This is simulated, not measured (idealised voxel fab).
Herein follows the process module entitled voxel self aligned vias.
Shown is cross-section cut, with a width of 300 nm and square cells of size 5 nm.
Cross-section, as written here: a square-cell grid given band by band from the top down, where a band holds one or more rows of cells. A band entry consists of two parts. The first gives the height of the band's top and the height of its bottom, in nm. The rest lists the band's materials from left to right, each with its width in nm. A single material labelled with the word "everywhere" fills the band from edge to edge, and the word "air" marks empty space. A quick word on heights: they are counted from 0, and under that level the wafer as it came to us is one material throughout. The lowest band is different from the rest in having no bottom; it simply continues downward, written as in "0..down". It should be noted that a width expressed as "30..40" varies in equal increments from row to row of cells within the band, taking the value of the first number at the top row and that of the second number at the bottom row. "no alterations made" -> step changed no cross-section cell. You'll see "Closed cavity list" listing empty spaces that have no way open to the top, as long as they're 8 cells or more; the notation is width x height at distance, where the distance is from the left edge, and all of it is in nm. Text after the settings on a step's line: the simulator's own remark on that step. overlay nm: on a step with a mask, how far right of its planned place the mask lay; negative means left.
[Set out below are the planned steps of the process]
- 1: RECEIVE: material Si
- 2: CONFORMAL_DEP: material SiO2, thk nm 15
- 3: CONFORMAL_DEP: material SiCN, thk nm 5
- 4: DIRECTIONAL_DEP: material SiO2, thk nm 30
- 5: MASKED_ETCH: tone open, mask id LINES, width nm 30, pitch nm 55, etch materials SiO2, depth nm 30, overlay nm 0
- 6: CONFORMAL_DEP: material TiN, thk nm 5
- 7: FILL_DEP: material Ru, thk nm 10
- 8: CMP: height nm 50
- 9: SELECTIVE_ETCH: etch materials W Ru TiN, depth nm 10
- 10: FILL_DEP: material SiN, thk nm 5
- 11: CMP: height nm 50
- 12: DIRECTIONAL_DEP: material SiO2, thk nm 15
- 13: PATTERN: tone open, mask id VIAS, material resist, width nm 40, pitch nm 110, thk nm 20, overlay nm 0
- 14: DIRECTIONAL_ETCH: etch materials SiO2, depth nm 15
- 15: DIRECTIONAL_ETCH: etch materials SiN, depth nm 10
- 16: STRIP: etch materials resist
- 17: CONFORMAL_DEP: material TiN, thk nm 5
- 18: FILL_DEP: material Cu, thk nm 5
- 19: CMP: height nm 65
- 20: CONFORMAL_DEP: material SiN, thk nm 5
[Received-state cross-section, reflecting completion of step 1]
0..down | Si everywhere
Closed cavity list: none
[Post-module cross-section of the first of two wafers (run per plan)]
70..65 | SiN everywhere
65..55 | SiO2: 75 / TiN: 5 / Cu: 30 / TiN: 5 / SiO2: 70 / TiN: 5 / Cu: 30 / TiN: 5 / SiO2: 75
55..50 | SiO2: 75 / TiN: 10 / Cu: 20 / TiN: 10 / SiO2: 70 / TiN: 10 / Cu: 20 / TiN: 10 / SiO2: 75
50..45 | SiO2: 80 / TiN: 5 / Cu: 20 / TiN: 5 / SiO2: 25 / SiN: 30 / SiO2: 25 / TiN: 5 / Cu: 20 / TiN: 5 / SiO2: 80
45..40 | SiO2: 80 / TiN: 30 / SiO2: 25 / SiN: 30 / SiO2: 25 / TiN: 30 / SiO2: 80
40..25 | SiO2: 80 / TiN: 5 / Ru: 20 / TiN: 5 / SiO2: 25 / TiN: 5 / Ru: 20 / TiN: 5 / SiO2: 25 / TiN: 5 / Ru: 20 / TiN: 5 / SiO2: 80
25..20 | SiO2: 80 / TiN: 30 / SiO2: 25 / TiN: 30 / SiO2: 25 / TiN: 30 / SiO2: 80
20..15 | SiCN everywhere
15..0 | SiO2 everywhere
0..down | Si everywhere
Closed cavity list: none
[So this is wafer number two of the two, cut at the end of the module - it started where the first did and had the same plan, we just got one thing wrong running it]
70..65 | SiN everywhere
65..50 | SiO2: 75 / TiN: 5 / Cu: 30 / TiN: 5 / SiO2: 70 / TiN: 5 / Cu: 30 / TiN: 5 / SiO2: 75
50..45 | SiN: 75 / TiN: 10 / Cu: 20 / TiN: 10 / SiN: 70 / TiN: 10 / Cu: 20 / TiN: 10 / SiN: 75
45..40 | SiO2: 80 / TiN: 30 / SiO2: 25 / SiN: 30 / SiO2: 25 / TiN: 30 / SiO2: 80
40..35 | SiO2: 80 / SiN: 30 / SiO2: 25 / SiN: 30 / SiO2: 25 / SiN: 30 / SiO2: 80
35..25 | SiO2: 80 / TiN: 5 / Ru: 20 / TiN: 5 / SiO2: 25 / TiN: 5 / Ru: 20 / TiN: 5 / SiO2: 25 / TiN: 5 / Ru: 20 / TiN: 5 / SiO2: 80
25..20 | SiO2: 80 / TiN: 30 / SiO2: 25 / TiN: 30 / SiO2: 25 / TiN: 30 / SiO2: 80
20..15 | SiCN everywhere
15..0 | SiO2 everywhere
0..down | Si everywhere
Closed cavity list: none
What was done differently from what was planned? step 8 was not run as planned; what actually ran was CMP: height nm 45
At the finish, the second wafer shows more or fewer cells for some materials than the first does: 4 more of Cu | 12 fewer of Ru | 56 more of SiN | 42 fewer of SiO2 | 6 fewer of TiN
